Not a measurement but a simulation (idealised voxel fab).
Process module in this document: voxel self aligned vias
Square cell edge 5 nm, section width 155 nm, ID cut.
Notation: cross-section as square-cell grid; stated in bands, top first, going down; one or more cell rows per band.
Top height, bottom height, nm. Materials left to right, width each, nm. Single material + "edge to edge" = fills band edge to edge. "air" = empty.
For the purposes of this specification, 0 denotes the height below which the wafer in its as-received condition is composed wholly of one material, and the lowermost band, lacking a lower limit, extends downward without end, as expressed in "0 and below".
The width entry "30->40" should be interpreted row by row: the top row of cells in the band takes the first number, the bottom row takes the second number, and the change between adjacent rows is uniform throughout.
"remained the same" means the step left every cell of the cross-section as it was.
Empty spaces counting at least 8 cells and having no open way to the top are listed in "Sealed void inventory". The notation width x height at distance is used for each, the distance being from the left edge and all three values in nm.
Where a step's line continues beyond its settings, the continuation is a remark by the simulator itself on that step.
"overlay nm" denotes, for a step that has a mask, the displacement of the mask to the right of its planned place, with negative values corresponding to the left.
HERE'S WHAT THE PLANNED PROCESS STEPS LOOK LIKE
1 RECEIVE,material Si
2 CONFORMAL_DEP,material SiO2,thk nm 10
3 CONFORMAL_DEP,material SiCN,thk nm 5
4 DIRECTIONAL_DEP,material lowk,thk nm 30
5 MASKED_ETCH,tone open,mask id LINES,width nm 30,pitch nm 65,etch materials lowk,depth nm 30,overlay nm 0
6 CONFORMAL_DEP,material TiN,thk nm 5
7 FILL_DEP,material Ru,thk nm 10
8 CMP,height nm 45
9 SELECTIVE_ETCH,etch materials W Ru TiN,depth nm 5
10 FILL_DEP,material SiN,thk nm 10
11 CMP,height nm 45
12 DIRECTIONAL_DEP,material lowk,thk nm 15
13 PATTERN,tone open,mask id VIAS,material resist,width nm 40,thk nm 15,overlay nm 0
14 DIRECTIONAL_ETCH,etch materials lowk,depth nm 15
15 DIRECTIONAL_ETCH,etch materials SiN,depth nm 5
16 STRIP,etch materials resist
17 CONFORMAL_DEP,material TiN,thk nm 5
18 FILL_DEP,material Cu,thk nm 5
19 CMP,height nm 60
20 CONFORMAL_DEP,material SiCN,thk nm 5
For this document, wafers share an identical start and vary in the step 13 width nm; the plan quotes the first wafer's value.
STEP 1 COMPLETE: AS-RECEIVED CROSS-SECTION OF THE FIRST OF SEVERAL WAFERS
	0 and below = Si edge to edge
	Sealed void inventory: none
THE FIGURE BELOW PRESENTS A CROSS-SECTION OF THE FIRST OF SEVERAL WAFERS AT THE CONCLUSION OF THE MODULE, FOLLOWING ITS LAST STEP, STEP 20
	65 down to 60 = SiCN edge to edge
	60 down to 50 = 25 of lowk; 5 of TiN; 30 of Cu; 5 of TiN; 90 of lowk
	50 down to 45 = 25 of lowk; 10 of TiN; 20 of Cu; 10 of TiN; 90 of lowk
	45 down to 40 = 30 of lowk; 30 of TiN; 35 of lowk; 30 of SiN; 30 of lowk
	40 down to 20 = 30 of lowk; 5 of TiN; 20 of Ru; 5 of TiN; 35 of lowk; 5 of TiN; 20 of Ru; 5 of TiN; 30 of lowk
	20 down to 15 = 30 of lowk; 30 of TiN; 35 of lowk; 30 of TiN; 30 of lowk
	15 down to 10 = SiCN edge to edge
	10 down to 0 = SiO2 edge to edge
	0 and below = Si edge to edge
	Sealed void inventory: none
CROSS-SECTION, MODULE END, FINAL OF SEVERAL WAFERS
	65 down to 60 = SiCN edge to edge
	60 down to 50 = 15 of lowk; 5 of TiN; 55 of Cu; 5 of TiN; 75 of lowk
	50 down to 45 = 15 of lowk; 20 of TiN; 20 of Cu; 25 of TiN; 75 of lowk
	45 down to 40 = 30 of lowk; 30 of TiN; 35 of lowk; 30 of SiN; 30 of lowk
	40 down to 20 = 30 of lowk; 5 of TiN; 20 of Ru; 5 of TiN; 35 of lowk; 5 of TiN; 20 of Ru; 5 of TiN; 30 of lowk
	20 down to 15 = 30 of lowk; 30 of TiN; 35 of lowk; 30 of TiN; 30 of lowk
	15 down to 10 = SiCN edge to edge
	10 down to 0 = SiO2 edge to edge
	0 and below = Si edge to edge
	Sealed void inventory: none
GAINED (+) OR LOST (-) CELLS OF EACH MATERIAL SINCE RECEIPT, THEN CLOSED VOIDS: ONE ROW PER WAFER, AT THE END OF THE MODULE
width nm 40, +16 Cu, +32 Ru, +62 SiCN, +6 SiN, +62 SiO2, +42 TiN, +183 lowk, Sealed void inventory: none
width nm 45, +18 Cu, +32 Ru, +62 SiCN, +6 SiN, +62 SiO2, +43 TiN, +180 lowk, Sealed void inventory: none
width nm 50, +20 Cu, +32 Ru, +62 SiCN, +6 SiN, +62 SiO2, +44 TiN, +177 lowk, Sealed void inventory: none
width nm 55, +22 Cu, +32 Ru, +62 SiCN, +6 SiN, +62 SiO2, +45 TiN, +174 lowk, Sealed void inventory: none
width nm 60, +24 Cu, +32 Ru, +62 SiCN, +6 SiN, +62 SiO2, +46 TiN, +171 lowk, Sealed void inventory: none
width nm 65, +26 Cu, +32 Ru, +62 SiCN, +6 SiN, +62 SiO2, +47 TiN, +168 lowk, Sealed void inventory: none
